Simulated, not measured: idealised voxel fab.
process module | voxel transistor to metal
cross-section cut | 160 nm wide | cells 5 nm
A cross-section is a grid of square cells, given in bands from the top down. A band is one or more rows of cells.
Each band's line starts with the height of the band's top and of its bottom, in nm. Then come its materials from left to right, each with its width in nm. One material with "throughout" fills the band from edge to edge. "air" is empty space.
Height 0 is the level under which the wafer as received is all one material. The lowest band goes on downwards, as in "0 down".
A width such as "30 to 40" changes by the same amount from each row of cells to the next, from the band's top row to its bottom row.
"no change" after a step means that no cell of the cross-section changed.
closed voids: empty space of 8 cells or more with no open way to the top, each as width x height at its distance from the left edge, in nm
after a step's settings: what the simulator itself notes on the step
overlay nm, on a step with a mask: how far to the right of its planned place the mask lay; to the left if negative
plan
1 op RECEIVE | material Si
2 op OXIDIZE | depth nm 5
3 op CONFORMAL_DEP | material SiN | thk nm 10
4 op DIRECTIONAL_DEP | material aC | thk nm 15
5 op PATTERN | tone cover | mask id ACTIVE | material resist | width nm 115 | thk nm 35 | overlay nm 0
6 op DIRECTIONAL_ETCH | etch materials aC | depth nm 15
7 op STRIP | etch materials resist
8 op DIRECTIONAL_ETCH | etch materials SiN | depth nm 10
9 op DIRECTIONAL_ETCH | etch materials SiO2 | depth nm 5
10 op DIRECTIONAL_ETCH | etch materials Si | depth nm 30
11 op STRIP | etch materials aC
12 op OXIDIZE | depth nm 5
13 op FILL_DEP | material SiO2 | thk nm 10
14 op CMP | height nm 10
15 op SELECTIVE_ETCH | etch materials SiO2 | depth nm 5
16 op STRIP | etch materials SiN
17 op SELECTIVE_ETCH | etch materials SiO2 | depth nm 5
18 op OXIDIZE | depth nm 5
19 op DIRECTIONAL_DEP | material polySi | thk nm 20
20 op DIRECTIONAL_DEP | material SiCN | thk nm 10
21 op DIRECTIONAL_DEP | material aC | thk nm 15
22 op PATTERN | tone cover | mask id GATE | material resist | width nm 15 | thk nm 30 | overlay nm 0
23 op DIRECTIONAL_ETCH | etch materials aC | depth nm 15
24 op STRIP | etch materials resist
25 op DIRECTIONAL_ETCH | etch materials SiCN | depth nm 20
26 op DIRECTIONAL_ETCH | etch materials polySi | depth nm 30
27 op STRIP | etch materials aC
28 op CONFORMAL_DEP | material SiN | thk nm 10
29 op DIRECTIONAL_ETCH | etch materials SiN | depth nm 10
30 op DIRECTIONAL_ETCH | etch materials SiO2 | depth nm 5
31 op DIRECTIONAL_ETCH | etch materials Si | depth nm 5
32 op EPI | material nSi | thk nm 10
33 op FILL_DEP | material SiO2 | thk nm 5
34 op CMP | height nm 25
35 op DIRECTIONAL_DEP | material SiO2 | thk nm 15
36 op PATTERN | tone open | mask id CONTACT | material resist | width nm 35 | pitch nm 60 | thk nm 20 | overlay nm 0
37 op DIRECTIONAL_ETCH | etch materials SiO2 | depth nm 45
38 op STRIP | etch materials resist
39 op CONFORMAL_DEP | material TiN | thk nm 5
40 op FILL_DEP | material W | thk nm 5
41 op CMP | height nm 40
42 op CONFORMAL_DEP | material SiCN | thk nm 5
43 op DIRECTIONAL_DEP | material lowk | thk nm 15
44 op MASKED_ETCH | tone open | mask id METAL_1 | width nm 20 | pitch nm 75 | etch materials lowk | depth nm 15 | overlay nm 0
45 op MASKED_ETCH | tone open | mask id METAL_1 | width nm 20 | pitch nm 75 | etch materials SiCN | depth nm 5 | overlay nm 0
46 op CONFORMAL_DEP | material TiN | thk nm 5
47 op FILL_DEP | material Cu | thk nm 5
48 op CMP | height nm 60
49 op EPI | material Ru | thk nm 5
50 op FILL_DEP | material SiCN | thk nm 5
as received, after step 1
  0 down: Si throughout
  closed voids: none
a wafer at the end: this start, this plan, one mistake
  70 to 65: SiCN throughout
  65 to 60: SiCN 25 | Ru 30 | SiCN 45 | Ru 30 | SiCN 30
  60 to 45: lowk 30 | TiN 5 | Cu 10 | TiN 5 | lowk 55 | TiN 5 | Cu 10 | TiN 5 | lowk 35
  45 to 40: SiCN 30 | TiN 20 | SiCN 55 | TiN 20 | SiCN 35
  40 to 30: W 25 | TiN 5 | SiO2 35 | TiN 5 | W 15 | TiN 5 | SiO2 35 | TiN 5 | W 30
  30 to 25: W 25 | TiN 5 | SiO2 35 | TiN 25 | SiO2 35 | TiN 5 | W 30
  25 to 15: W 25 | TiN 5 | SiO2 30 | SiN 10 | SiCN 15 | SiN 10 | SiO2 30 | TiN 5 | W 30
  15 to 5: W 25 | TiN 5 | SiO2 30 | SiN 10 | polySi 15 | SiN 10 | SiO2 30 | TiN 5 | W 30
  5 to 0: W 10 | TiN 20 | SiO2 30 | SiN 10 | polySi 15 | SiN 10 | SiO2 30 | TiN 20 | W 15
  0 to -5: TiN 15 | SiN 10 | TiN 5 | SiO2 20 | nSi 10 | SiN 10 | polySi 15 | SiN 10 | nSi 10 | SiO2 20 | TiN 5 | SiN 10 | TiN 20
  -5 to -10: SiO2 25 | nSi 35 | SiO2 35 | nSi 35 | SiO2 30
  -10 to -15: SiO2 25 | nSi 35 | Si 35 | nSi 35 | SiO2 30
  -15 to -40: SiO2 25 | Si 105 | SiO2 30
  -40 down: Si throughout
  closed voids: none
what went wrong: step 36 ran as: op PATTERN | tone cover | mask id CONTACT | material resist | width nm 35 | pitch nm 60 | thk nm 20 | overlay nm 0
